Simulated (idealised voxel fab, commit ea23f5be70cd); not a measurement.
You're looking at the process module voxel ribs on slabs.
Shown is cross-section cut, with a width of 140 nm and square cells of size 5 nm.
In this document a cross-section is written as a grid of square cells. It is given as a series of bands, listed from the top down, and a band is one or more rows of cells. Within each band entry, the heights of the top and of the bottom of the band appear first, in that order and in nm; the materials of the band then follow from left to right, each with its corresponding width in nm. The designation "all across" on a single material indicates that it fills the band from edge to edge; the designation "air" indicates empty space. Beneath 0, the wafer as received is one material, and that level is where height counting begins. The lowest band goes on downward without a bottom; it is written like "top 0, no bottom". So if you see something like "30 to 40" for the width, read it as the top row of the band sitting at the first number and the bottom row at the second, with every row in between moving by the same amount as the last. Take "no alterations made" at face value: in the step it is given for, the cross-section changed in none of its cells. Voids not open to the top, 8 cells minimum: see "Internal closed voids". Written width x height at distance; distance is from the left edge; nm. Note: text after step settings on the step line = simulator remark on that step. The "overlay nm" setting may appear on a step's line; for a step that uses a mask, it gives how far to the right of its planned position the mask lay, and a negative value indicates the left.
These are the steps we planned for the process:
1,op RECEIVE | material Si
2,op DIRECTIONAL_DEP | material SiO2 | thk nm 25
3,op DIRECTIONAL_DEP | material polySi | thk nm 25
4,op MASKED_ETCH | tone cover | mask id RIB | width nm 25 | etch materials polySi | depth nm 20 | overlay nm 0
5,op MASKED_ETCH | tone cover | mask id SLAB | width nm 85 | etch materials polySi | depth nm 5 | overlay nm 0
6,op FILL_DEP | material SiO2 | thk nm 15
7,op CMP | height nm 60
8,op DIRECTIONAL_DEP | material TiN | thk nm 10
9,op MASKED_ETCH | tone cover | mask id HEATER | width nm 35 | etch materials TiN | depth nm 10 | overlay nm 0
10,op CONFORMAL_DEP | material SiO2 | thk nm 5
Incoming wafer in cross-section (state: after step 1):
> top 0, no bottom: Si all across
> Internal closed voids: none
Cross-section, end of module. Start: as above. Plan: as above. Execution: one mistake:
> top 75, bottom 70: air (45); SiO2 (45); air (50)
> top 70, bottom 65: air (45); SiO2 (5); TiN (35); SiO2 (5); air (50)
> top 65, bottom 60: SiO2 (50); TiN (35); SiO2 (55)
> top 60, bottom 50: SiO2 all across
> top 50, bottom 30: SiO2 (65); polySi (25); SiO2 (50)
> top 30, bottom 25: SiO2 (25); polySi (85); SiO2 (30)
> top 25, bottom 0: SiO2 all across
> top 0, no bottom: Si all across
> Internal closed voids: none
Plan not followed: heads up, step 4 didn't go per plan, it actually ran as op MASKED_ETCH | tone cover | mask id RIB | width nm 25 | etch materials polySi | depth nm 20 | overlay nm 10
